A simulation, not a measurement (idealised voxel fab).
process module | voxel fin reveal
cross-section cut | 275 nm wide | cells 5 nm
A cross-section is a grid of square cells, given in bands from the top down. A band is one or more rows of cells.
Each band's line starts with the height of the band's top and of its bottom, in nm. Then come its materials from left to right, each with its width in nm. One material with "throughout" fills the band from edge to edge. "air" is empty space.
Height 0 is the level under which the wafer as received is all one material. The lowest band goes on downwards, as in "0 down".
A width such as "30 to 40" changes by the same amount from each row of cells to the next, from the band's top row to its bottom row.
"no change" after a step means that no cell of the cross-section changed.
closed voids: empty space of 8 cells or more with no open way to the top, each as width x height at its distance from the left edge, in nm
after a step's settings: what the simulator itself notes on the step
overlay nm, on a step with a mask: how far to the right of its planned place the mask lay; to the left if negative
plan
1 op RECEIVE | material Si
2 op CONFORMAL_DEP | material SiN | thk nm 5
3 op PATTERN | tone cover | mask id FINS | material resist | width nm 15 | pitch nm 35 | thk nm 15 | overlay nm 0
4 op DIRECTIONAL_ETCH | etch materials SiN | depth nm 5
5 op DIRECTIONAL_ETCH | etch materials Si | depth nm 40
6 op STRIP | etch materials resist
7 op FILL_DEP | material SiO2 | thk nm 10
8 op CMP | height nm 5
9 op SELECTIVE_ETCH | etch materials SiO2 | depth nm 25
10 op STRIP | etch materials SiN
11 op CONFORMAL_DEP | material HfO2 | thk nm 5
as received, after step 1
  0 down: Si throughout
  closed voids: none
a wafer at the end: this start, this plan, one mistake
  5 to 0: air 70 | HfO2 25 | air 10 | HfO2 25 | air 10 | HfO2 25 | air 10 | HfO2 25 | air 75
  0 to -15: air 70 | HfO2 5 | Si 15 | HfO2 5 | air 10 | HfO2 5 | Si 15 | HfO2 5 | air 10 | HfO2 5 | Si 15 | HfO2 5 | air 10 | HfO2 5 | Si 15 | HfO2 5 | air 75
  -15 to -20: HfO2 75 | Si 15 | HfO2 20 | Si 15 | HfO2 20 | Si 15 | HfO2 20 | Si 15 | HfO2 80
  -20 to -35: SiO2 75 | Si 15 | SiO2 20 | Si 15 | SiO2 20 | Si 15 | SiO2 20 | Si 15 | SiO2 80
  -35 down: Si throughout
  closed voids: none
what went wrong: step 5 ran as: op DIRECTIONAL_ETCH | etch materials Si | depth nm 35
